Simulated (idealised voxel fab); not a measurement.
The name of this process module is voxel double patterning.
Cross-sectional view cut (width: 160 nm; square cell size: 5 nm).
Cross-section = grid of square cells, listed top down in bands; band = one or more rows. What a band's entry tells you: where the top is and where the bottom is, as heights in nm, and after that what lies inside, material by material from left to right, each with its width in nm. Empty space is written as the word "empty", and a single material marked with the word "all across" occupies the band from edge to edge. Heights are expressed relative to 0, this being the level below which the as-received wafer comprises one material exclusively. The lowest band is unbounded in the downward direction and is denoted as in "0 down". Width "30->40": first value at the band's top row of cells, second value at its bottom row, equal change from row to row. Any step labelled "no alterations made" changed none of the cells in the cross-section. Listed in "Closed internal voids": every empty space of 8 or more cells without an open way to the top. Form: width x height at distance, the distance being from the left edge, all in nm. Whatever follows a step's settings on its line is a remark the simulator itself makes about that step. The setting "overlay nm" may be written on the line of a step. When the step uses a mask, the value reports how far to the right of the planned place the mask lay, and a negative value reports that it lay to the left.

## Listed below are the process steps as planned
step 1: op RECEIVE | material Si
step 2: op CONFORMAL_DEP | material SiO2 | thk nm 10
step 3: op DIRECTIONAL_DEP | material polySi | thk nm 15
step 4: op DIRECTIONAL_DEP | material SiCN | thk nm 10
step 5: op MASKED_ETCH | tone open | mask id FIRST | width nm 15 | pitch nm 50 | etch materials SiCN | depth nm 10 | overlay nm 0
step 6: op DIRECTIONAL_DEP | material aC | thk nm 10
step 7: op PATTERN | tone open | mask id SECOND | material resist | width nm 15 | pitch nm 50 | thk nm 25 | overlay nm 0
step 8: op DIRECTIONAL_ETCH | etch materials aC | depth nm 10
step 9: op STRIP | etch materials resist
step 10: op DIRECTIONAL_ETCH | etch materials SiCN | depth nm 10
step 11: op STRIP | etch materials aC
step 12: op DIRECTIONAL_ETCH | etch materials polySi | depth nm 15
step 13: op STRIP | etch materials SiCN
The value of width nm given for step 7 in the plan refers to the first wafer; the wafers vary in this setting and are alike at the start.

## Cross-section of the first incoming wafer of several, state after step 1
    0 down  Si all across
    Closed internal voids: none

## Once step 13, the last step, is complete, the module is at its end; this is the cross-section of the first of several wafers
    25 to 10  polySi 20  empty 15  polySi 10  empty 15  polySi 10  empty 15  polySi 10  empty 15  polySi 10  empty 15  polySi 25
    10 to 0  SiO2 all across
    0 down  Si all across
    Closed internal voids: none

## The module's end: a cross-section of the last wafer
    25 to 10  polySi 20  empty 15  polySi 5  empty 45  polySi 5  empty 45  polySi 25
    10 to 0  SiO2 all across
    0 down  Si all across
    Closed internal voids: none

## The rows of the table below are wafers. Looking at the end of the module, a row counts, for every material, the cells the wafer has gained, shown as (+), or lost, shown as (-), since it was received; its closed voids come next
width nm 15; +64 SiO2; +51 polySi; Closed internal voids: none
width nm 20; +64 SiO2; +45 polySi; Closed internal voids: none
width nm 25; +64 SiO2; +39 polySi; Closed internal voids: none
width nm 30; +64 SiO2; +33 polySi; Closed internal voids: none
